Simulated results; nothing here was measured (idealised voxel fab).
Proc. module: voxel plated lines
This is section cut - it's 210 nm across, gridded in 5 nm square cells.
Cross-section format: a grid of square cells, given as bands from top to bottom; each band is one or more rows of cells.
The entry gives the band's vertical extent as a top height and a bottom height in nm, then its horizontal make-up as materials from left to right, each with a width in nm. "blank" stands for empty space; a single material marked "everywhere" fills the band edge to edge.
Below 0: as-received wafer, all one material; heights counted from there. Lowest band: no bottom, goes on down, written "from 0 down".
A width given as "30 to 40" starts at the first number in the band's top row and ends at the second number in its bottom row, shifting by an equal amount at every step from row to row.
Reading "left unchanged" for a step: not a cell of the cross-section changed in it.
Basically, "Enclosed void inventory" tells you about the enclosed voids: empty spaces with no open way to the top, 8 cells or bigger, each written width x height at distance, where distance is from the left edge, all in nm.
Formally, on a step line, whatever follows the settings is a remark that the simulator itself makes on the step.
"overlay nm" denotes, for a step that has a mask, the displacement of the mask to the right of its planned place, with negative values corresponding to the left.

**Planned process steps**
- 1: RECEIVE (material Si)
- 2: CONFORMAL_DEP (material SiN; thk nm 10)
- 3: DIRECTIONAL_DEP (material TiN; thk nm 5)
- 4: PATTERN (tone open; mask id LINES; material resist; width nm 20; pitch nm 45; thk nm 30; overlay nm 0)
- 5: EPI (material Ru; thk nm 10)
- 6: EPI (material Ru; thk nm 10)
- 7: STRIP (etch materials resist)
- 8: DIRECTIONAL_ETCH (etch materials TiN; depth nm 5)
- 9: CONFORMAL_DEP (material SiCN; thk nm 5)

**Here's what the wafer looked like in cross-section when it arrived - that's after step 1**
- from 0 down: Si everywhere
- Enclosed void inventory: none

**Wafer cross-section at module end: first of two, run to plan**
- from 40 to 35: 20 of blank  30 of SiCN  15 of blank  30 of SiCN  15 of blank  30 of SiCN  15 of blank  30 of SiCN  25 of blank
- from 35 to 15: 20 of blank  5 of SiCN  20 of Ru  5 of SiCN  15 of blank  5 of SiCN  20 of Ru  5 of SiCN  15 of blank  5 of SiCN  20 of Ru  5 of SiCN  15 of blank  5 of SiCN  20 of Ru  5 of SiCN  25 of blank
- from 15 to 10: 25 of SiCN  20 of TiN  25 of SiCN  20 of TiN  25 of SiCN  20 of TiN  25 of SiCN  20 of TiN  30 of SiCN
- from 10 to 0: SiN everywhere
- from 0 down: Si everywhere
- Enclosed void inventory: none

**second wafer at the end: like start, like plan, one mistake**
- from 40 to 35: 20 of blank  30 of TiN  15 of blank  30 of TiN  15 of blank  30 of TiN  15 of blank  30 of TiN  25 of blank
- from 35 to 15: 20 of blank  5 of TiN  20 of Ru  5 of TiN  15 of blank  5 of TiN  20 of Ru  5 of TiN  15 of blank  5 of TiN  20 of Ru  5 of TiN  15 of blank  5 of TiN  20 of Ru  5 of TiN  25 of blank
- from 15 to 10: TiN everywhere
- from 10 to 0: SiN everywhere
- from 0 down: Si everywhere
- Enclosed void inventory: none
Deviation from plan: for step 9, the planned setting was not used; the step was instead run as CONFORMAL_DEP (material TiN; thk nm 5)
Final cells, second wafer relative to first, materials higher or lower: -82 SiCN; +82 TiN
